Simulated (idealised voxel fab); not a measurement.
This is a process module. Its name is voxel released beams.
Pictured: cross-section cut, 145 nm wide, on a grid of 5 nm square cells.
Format of a cross-section: grid, square cells. Given as bands. Order: top down. Band: one or more rows of cells. Band entry format. Leading values: height of top, height of bottom, nm. Remainder: materials in left-to-right order, each with its width in nm. Special words: "throughout" on a single material, which then fills the band edge to edge; "empty", empty space. It should be noted that heights are counted from 0, beneath which the wafer as supplied is of one material throughout, and that the lowest band possesses no lower boundary but continues downward, as written in "0..down". When a width is written as two numbers, as in "30 to 40", the first number is the width in the top row of cells of the band and the second is the width in its bottom row, and the width changes by the same amount from each row to the next. "no alterations made" (step): cross-section cells unchanged, all of them. Voids not open to the top, 8 cells minimum: see "Enclosed void inventory". Written width x height at distance; distance is from the left edge; nm. Text after the settings on a step's line: the simulator's own remark on that step. Among the settings permitted on a step's line is "overlay nm"; applied to a step with a mask, it specifies the extent to which the mask lay to the right of its planned position, whereas a negative figure signifies a position to the left.
The planned process steps are enumerated hereunder:
- 1: op RECEIVE | material Si
- 2: op CONFORMAL_DEP | material Al2O3 | thk nm 5
- 3: op DIRECTIONAL_DEP | material SiO2 | thk nm 15
- 4: op DIRECTIONAL_DEP | material aC | thk nm 10
- 5: op PATTERN | tone open | mask id ANCHOR | material resist | width nm 30 | thk nm 30 | overlay nm 0
- 6: op DIRECTIONAL_ETCH | etch materials aC | depth nm 10
- 7: op STRIP | etch materials resist
- 8: op DIRECTIONAL_ETCH | etch materials SiO2 | depth nm 15
- 9: op STRIP | etch materials aC
- 10: op CONFORMAL_DEP | material SiN | thk nm 10
- 11: op DIRECTIONAL_DEP | material aC | thk nm 15
- 12: op PATTERN | tone cover | mask id BEAM | material resist | width nm 90 | thk nm 35 | overlay nm 0
- 13: op DIRECTIONAL_ETCH | etch materials aC | depth nm 15
- 14: op STRIP | etch materials resist
- 15: op DIRECTIONAL_ETCH | etch materials SiN | depth nm 10
- 16: op STRIP | etch materials aC
- 17: op STRIP | etch materials SiO2
Cross-section of the wafer as it came to us, i.e., already through step 1:
- 0..down | Si throughout
- Enclosed void inventory: none
Wafer cross-section at module end: first of two, run to plan:
- 30..20 | 25 of empty, then 15 of SiN, then 10 of empty, then 65 of SiN, then 30 of empty
- 20..15 | 30 of empty, then 10 of SiN, then 10 of empty, then 10 of SiN, then 85 of empty
- 15..5 | 30 of empty, then 30 of SiN, then 85 of empty
- 5..0 | Al2O3 throughout
- 0..down | Si throughout
- Enclosed void inventory: none
Module end: cross-section of wafer two of two. Same start and process plan as the first wafer. One mistake during execution:
- 30..20 | 25 of empty, then 45 of SiN, then 75 of empty
- 20..15 | 20 of empty, then 10 of SiN, then 30 of SiO2, then 10 of SiN, then 75 of empty
- 15..5 | 20 of empty, then 10 of SiN, then 30 of SiO2, then 55 of SiN, then 30 of empty
- 5..0 | Al2O3 throughout
- 0..down | Si throughout
- Enclosed void inventory: none
Want to know what went wrong? step 5 deviated from plan and actually ran as op PATTERN | tone cover | mask id ANCHOR | material resist | width nm 30 | thk nm 30 | overlay nm 0
FYI, end of process, the second wafer has more or fewer cells of some materials than the first: 18 more of SiO2
